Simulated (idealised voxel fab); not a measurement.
You're looking at the process module voxel wiring stack.
Xsec cut, 250 nm wide, square cell size 5 nm.
Each cross-section below is a grid of square cells, stated as bands in top-down order, with one or more rows of cells making up each band. Band: top height; bottom height; in nm. Then, left to right: material with width in nm, for each material. "all across": a single material spanning edge to edge. "air": empty space. Convention: height 0 is the level below which the wafer, as received, is all one material. The lowest band does not terminate at the bottom but continues downward, represented as "top 0, no bottom". When a width is written as two numbers, as in "30->40", the first number is the width in the top row of cells of the band and the second is the width in its bottom row, and the width changes by the same amount from each row to the next. Key: "identical to before" - step with no changed cell in the cross-section. "Sealed void inventory" specifies each empty space that is not open to the top and that occupies no fewer than 8 cells, using the form width x height at distance, the distance measured from the left edge and all three quantities in nm. Whatever follows a step's settings on its line is a remark the simulator itself makes about that step. Among the settings permitted on a step's line is "overlay nm"; applied to a step with a mask, it specifies the extent to which the mask lay to the right of its planned position, whereas a negative figure signifies a position to the left.
**Steps planned for the process**
1 RECEIVE,material Si
2 CONFORMAL_DEP,material SiO2,thk nm 15
3 CONFORMAL_DEP,material SiN,thk nm 5
4 DIRECTIONAL_DEP,material SiO2,thk nm 15
5 DIRECTIONAL_DEP,material aC,thk nm 15
6 PATTERN,tone open,mask id METAL_1,material resist,width nm 30,pitch nm 60,thk nm 30,overlay nm 0
7 DIRECTIONAL_ETCH,etch materials aC,depth nm 15
8 STRIP,etch materials resist
9 DIRECTIONAL_ETCH,etch materials SiO2,depth nm 15
10 DIRECTIONAL_ETCH,etch materials SiN,depth nm 5
11 STRIP,etch materials aC
12 CONFORMAL_DEP,material TiN,thk nm 5
13 FILL_DEP,material Cu,thk nm 10
14 CMP,height nm 35
15 EPI,material Ru,thk nm 5
16 FILL_DEP,material SiCN,thk nm 5
17 DIRECTIONAL_DEP,material SiO2,thk nm 10
18 DIRECTIONAL_DEP,material aC,thk nm 15
19 PATTERN,tone open,mask id PLUG_1,material resist,width nm 15,pitch nm 60,thk nm 30,overlay nm 0
20 DIRECTIONAL_ETCH,etch materials aC,depth nm 15
21 STRIP,etch materials resist
22 DIRECTIONAL_ETCH,etch materials SiO2,depth nm 10
23 DIRECTIONAL_ETCH,etch materials SiCN,depth nm 5
24 STRIP,etch materials aC
25 EPI,material Ru,thk nm 10
26 EPI,material Ru,thk nm 5
27 CONFORMAL_DEP,material SiCN,thk nm 5
28 DIRECTIONAL_DEP,material lowk,thk nm 20
29 DIRECTIONAL_DEP,material aC,thk nm 15
30 PATTERN,tone open,mask id METAL_2,material resist,width nm 30,pitch nm 60,thk nm 30,overlay nm 0
31 DIRECTIONAL_ETCH,etch materials aC,depth nm 15
32 STRIP,etch materials resist
33 DIRECTIONAL_ETCH,etch materials lowk,depth nm 20
34 DIRECTIONAL_ETCH,etch materials SiCN,depth nm 5
35 STRIP,etch materials aC
36 CONFORMAL_DEP,material TiN,thk nm 5
37 FILL_DEP,material W,thk nm 10
38 CMP,height nm 80
39 CONFORMAL_DEP,material SiCN,thk nm 5
40 DIRECTIONAL_DEP,material SiO2,thk nm 30
41 DIRECTIONAL_DEP,material aC,thk nm 15
42 PATTERN,tone open,mask id METAL_3_HOLES,material resist,width nm 15,pitch nm 60,thk nm 35,overlay nm 0
43 DIRECTIONAL_ETCH,etch materials aC,depth nm 15
44 STRIP,etch materials resist
45 DIRECTIONAL_ETCH,etch materials SiO2,depth nm 30
46 STRIP,etch materials aC
47 MASKED_ETCH,tone open,mask id METAL_3,width nm 30,pitch nm 60,etch materials SiO2,depth nm 15,overlay nm 0
48 MASKED_ETCH,tone open,mask id METAL_3,width nm 30,pitch nm 60,etch materials SiCN,depth nm 5,overlay nm 0
49 CONFORMAL_DEP,material TiN,thk nm 5
50 FILL_DEP,material Ru,thk nm 10
51 CMP,height nm 115
52 CONFORMAL_DEP,material SiCN,thk nm 5
53 DIRECTIONAL_DEP,material lowk,thk nm 25
54 PATTERN,tone open,mask id METAL_4_HOLES,material resist,width nm 15,thk nm 15,overlay nm 0
55 DIRECTIONAL_ETCH,etch materials lowk,depth nm 25
56 STRIP,etch materials resist
57 MASKED_ETCH,tone open,mask id METAL_4,width nm 30,pitch nm 60,etch materials lowk,depth nm 15,overlay nm 0
58 MASKED_ETCH,tone open,mask id METAL_4,width nm 30,pitch nm 60,etch materials SiCN,depth nm 5,overlay nm 0
59 CONFORMAL_DEP,material TiN,thk nm 5
60 FILL_DEP,material Cu,thk nm 10
61 CMP,height nm 145
62 CONFORMAL_DEP,material SiCN,thk nm 5
**Cross-sectional view of the wafer in its as-received condition, corresponding to the state after step 1**
* top 0, no bottom | Si all across
* Sealed void inventory: none
**First of two wafers at the end of the module, shown in cross-section; run carried out as planned**
* top 150, bottom 145 | SiCN all across
* top 145, bottom 135 | lowk 80 / TiN 5 / Cu 20 / TiN 5 / lowk 30 / TiN 5 / Cu 20 / TiN 5 / lowk 80
* top 135, bottom 130 | lowk 80 / TiN 5 / Cu 5 / TiN 20 / lowk 30 / TiN 30 / lowk 80
* top 130, bottom 120 | lowk 80 / TiN 5 / Cu 5 / TiN 5 / lowk 155
* top 120, bottom 115 | SiCN 80 / TiN 15 / SiCN 155
* top 115, bottom 105 | SiO2 80 / TiN 5 / Ru 20 / TiN 5 / SiO2 30 / TiN 5 / Ru 20 / TiN 5 / SiO2 80
* top 105, bottom 100 | SiO2 80 / TiN 5 / Ru 5 / TiN 20 / SiO2 30 / TiN 5 / Ru 5 / TiN 20 / SiO2 80
* top 100, bottom 85 | SiO2 80 / TiN 5 / Ru 5 / TiN 5 / SiO2 45 / TiN 5 / Ru 5 / TiN 5 / SiO2 95
* top 85, bottom 80 | SiCN 80 / TiN 15 / SiCN 45 / TiN 15 / SiCN 95
* top 80, bottom 60 | lowk 80 / TiN 5 / W 20 / TiN 5 / lowk 30 / TiN 5 / W 20 / TiN 5 / lowk 80
* top 60, bottom 55 | SiCN 80 / TiN 30 / SiCN 30 / TiN 30 / SiCN 80
* top 55, bottom 45 | SiO2 80 / Ru 15 / SiO2 45 / Ru 15 / SiO2 95
* top 45, bottom 35 | SiCN 80->75 / Ru 15->40 / SiCN 45->20 / Ru 15->40 / SiCN 95->75
* top 35, bottom 20 | SiO2 80 / TiN 5 / Cu 20 / TiN 5 / SiO2 30 / TiN 5 / Cu 20 / TiN 5 / SiO2 80
* top 20, bottom 15 | SiN 80 / TiN 30 / SiN 30 / TiN 30 / SiN 80
* top 15, bottom 0 | SiO2 all across
* top 0, no bottom | Si all across
* Sealed void inventory: none
**The second wafer, shown in cross-section after the module: started the same way as the first and given the same plan, yet one mistake crept into how it was run**
* top 150, bottom 145 | SiCN all across
* top 145, bottom 135 | lowk 80 / TiN 5 / Cu 20 / TiN 5 / lowk 30 / TiN 5 / Cu 20 / TiN 5 / lowk 80
* top 135, bottom 130 | lowk 80 / TiN 5 / Cu 5 / TiN 20 / lowk 30 / TiN 30 / lowk 80
* top 130, bottom 120 | lowk 80 / TiN 5 / Cu 5 / TiN 5 / lowk 155
* top 120, bottom 115 | SiCN 80 / TiN 15 / SiCN 155
* top 115, bottom 105 | SiO2 80 / TiN 5 / Ru 20 / TiN 5 / SiO2 30 / TiN 5 / Ru 20 / TiN 5 / SiO2 80
* top 105, bottom 100 | SiO2 80 / TiN 5 / Ru 5 / TiN 20 / SiO2 30 / TiN 5 / Ru 5 / TiN 20 / SiO2 80
* top 100, bottom 85 | SiO2 80 / TiN 5 / Ru 5 / TiN 5 / SiO2 45 / TiN 5 / Ru 5 / TiN 5 / SiO2 95
* top 85, bottom 80 | SiCN 80 / TiN 15 / SiCN 45 / TiN 15 / SiCN 95
* top 80, bottom 60 | lowk 80 / TiN 5 / W 20 / TiN 5 / lowk 30 / TiN 5 / W 20 / TiN 5 / lowk 80
* top 60, bottom 55 | SiCN 80 / TiN 30 / SiCN 30 / TiN 30 / SiCN 80
* top 55, bottom 45 | SiO2 80 / Ru 15 / SiO2 45 / Ru 15 / SiO2 95
* top 45, bottom 35 | SiCN 80->75 / Ru 15->40 / SiCN 45->20 / Ru 15->40 / SiCN 95->75
* top 35, bottom 20 | SiO2 80 / TiN 5 / Cu 20 / TiN 5 / SiO2 30 / TiN 5 / Cu 20 / TiN 5 / SiO2 80
* top 20, bottom 15 | SiN 80 / TiN 30 / SiN 30 / TiN 30 / SiN 80
* top 15, bottom 0 | SiCN all across
* top 0, no bottom | Si all across
* Sealed void inventory: none
The mistake made against the process plan was this: step 2 was processed under conditions differing from the plan, specifically as CONFORMAL_DEP,material SiCN,thk nm 15
Count the cells at the end and the second wafer has more or fewer of some materials than the first: 150 more of SiCN | 150 fewer of SiO2
